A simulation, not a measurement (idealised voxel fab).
process module | voxel double patterning
cross-section cut | 255 nm wide | cells 5 nm
A cross-section is a grid of square cells, given in bands from the top down. A band is one or more rows of cells.
Each band's line starts with the height of the band's top and of its bottom, in nm. Then come its materials from left to right, each with its width in nm. One material with "throughout" fills the band from edge to edge. "air" is empty space.
Height 0 is the level under which the wafer as received is all one material. The lowest band goes on downwards, as in "0 down".
A width such as "30 to 40" changes by the same amount from each row of cells to the next, from the band's top row to its bottom row.
"no change" after a step means that no cell of the cross-section changed.
closed voids: empty space of 8 cells or more with no open way to the top, each as width x height at its distance from the left edge, in nm
after a step's settings: what the simulator itself notes on the step
overlay nm, on a step with a mask: how far to the right of its planned place the mask lay; to the left if negative
plan
1 op RECEIVE | material Si
2 op CONFORMAL_DEP | material SiO2 | thk nm 10
3 op DIRECTIONAL_DEP | material polySi | thk nm 15
4 op DIRECTIONAL_DEP | material SiCN | thk nm 5
5 op DIRECTIONAL_DEP | material aC | thk nm 15
6 op PATTERN | tone open | mask id FIRST | material resist | width nm 15 | pitch nm 50 | thk nm 30 | overlay nm 0
7 op DIRECTIONAL_ETCH | etch materials aC | depth nm 15
8 op STRIP | etch materials resist
9 op DIRECTIONAL_ETCH | etch materials SiCN | depth nm 5
10 op STRIP | etch materials aC
11 op MASKED_ETCH | tone open | mask id SECOND | width nm 15 | pitch nm 50 | etch materials SiCN | depth nm 5 | overlay nm 0
12 op DIRECTIONAL_ETCH | etch materials polySi | depth nm 15
13 op STRIP | etch materials SiCN
first wafer, as planned
as received, after step 1
  0 down: Si throughout
  closed voids: none
after step 2
  10 to 0: SiO2 throughout
  below 0: unchanged
after step 3
  25 to 10: polySi throughout
  below 10: unchanged
after step 4
  30 to 25: SiCN throughout
  below 25: unchanged
after step 5
  45 to 30: aC throughout
  below 30: unchanged
after step 6
  75 to 45: resist 70 | air 15 | resist 35 | air 15 | resist 35 | air 15 | resist 70
  below 45: unchanged
after step 7
  60 to 45: resist 70 | air 15 | resist 35 | air 15 | resist 35 | air 15 | resist 70
  45 to 30: aC 70 | air 15 | aC 35 | air 15 | aC 35 | air 15 | aC 70
  below 30: unchanged
after step 8
  45 to 30: aC 70 | air 15 | aC 35 | air 15 | aC 35 | air 15 | aC 70
  below 30: unchanged
after step 9
  45 to 30: aC 70 | air 15 | aC 35 | air 15 | aC 35 | air 15 | aC 70
  30 to 25: SiCN 70 | air 15 | SiCN 35 | air 15 | SiCN 35 | air 15 | SiCN 70
  below 25: unchanged
after step 10
  30 to 25: SiCN 70 | air 15 | SiCN 35 | air 15 | SiCN 35 | air 15 | SiCN 70
  below 25: unchanged
after step 11
  30 to 25: SiCN 70 | air 15 | SiCN 10 | air 15 | SiCN 10 | air 15 | SiCN 10 | air 15 | SiCN 10 | air 15 | SiCN 70
  below 25: unchanged
after step 12
  30 to 25: SiCN 70 | air 15 | SiCN 10 | air 15 | SiCN 10 | air 15 | SiCN 10 | air 15 | SiCN 10 | air 15 | SiCN 70
  25 to 10: polySi 70 | air 15 | polySi 10 | air 15 | polySi 10 | air 15 | polySi 10 | air 15 | polySi 10 | air 15 | polySi 70
  below 10: unchanged
after step 13
  25 to 10: polySi 70 | air 15 | polySi 10 | air 15 | polySi 10 | air 15 | polySi 10 | air 15 | polySi 10 | air 15 | polySi 70
  below 10: unchanged
second wafer: like start, like plan, one mistake. Through step 5 it matches the first wafer
when step 6 should have ended
  75 to 45: resist 70 | air 20 | resist 30 | air 20 | resist 30 | air 20 | resist 65
  below 45: unchanged
when step 7 should have ended
  60 to 45: resist 70 | air 20 | resist 30 | air 20 | resist 30 | air 20 | resist 65
  45 to 30: aC 70 | air 20 | aC 30 | air 20 | aC 30 | air 20 | aC 65
  below 30: unchanged
when step 8 should have ended
  45 to 30: aC 70 | air 20 | aC 30 | air 20 | aC 30 | air 20 | aC 65
  below 30: unchanged
when step 9 should have ended
  45 to 30: aC 70 | air 20 | aC 30 | air 20 | aC 30 | air 20 | aC 65
  30 to 25: SiCN 70 | air 20 | SiCN 30 | air 20 | SiCN 30 | air 20 | SiCN 65
  below 25: unchanged
when step 10 should have ended
  30 to 25: SiCN 70 | air 20 | SiCN 30 | air 20 | SiCN 30 | air 20 | SiCN 65
  below 25: unchanged
when step 11 should have ended
  30 to 25: SiCN 70 | air 20 | SiCN 5 | air 15 | SiCN 10 | air 20 | SiCN 5 | air 15 | SiCN 10 | air 20 | SiCN 65
  below 25: unchanged
when step 12 should have ended
  30 to 25: SiCN 70 | air 20 | SiCN 5 | air 15 | SiCN 10 | air 20 | SiCN 5 | air 15 | SiCN 10 | air 20 | SiCN 65
  25 to 10: polySi 70 | air 20 | polySi 5 | air 15 | polySi 10 | air 20 | polySi 5 | air 15 | polySi 10 | air 20 | polySi 65
  below 10: unchanged
when step 13 should have ended
  25 to 10: polySi 70 | air 20 | polySi 5 | air 15 | polySi 10 | air 20 | polySi 5 | air 15 | polySi 10 | air 20 | polySi 65
  below 10: unchanged
what went wrong: step 6 ran as: op PATTERN | tone open | mask id FIRST | material resist | width nm 20 | pitch nm 50 | thk nm 30 | overlay nm 0
at the end the second wafer has, in cells: 9 fewer of polySi
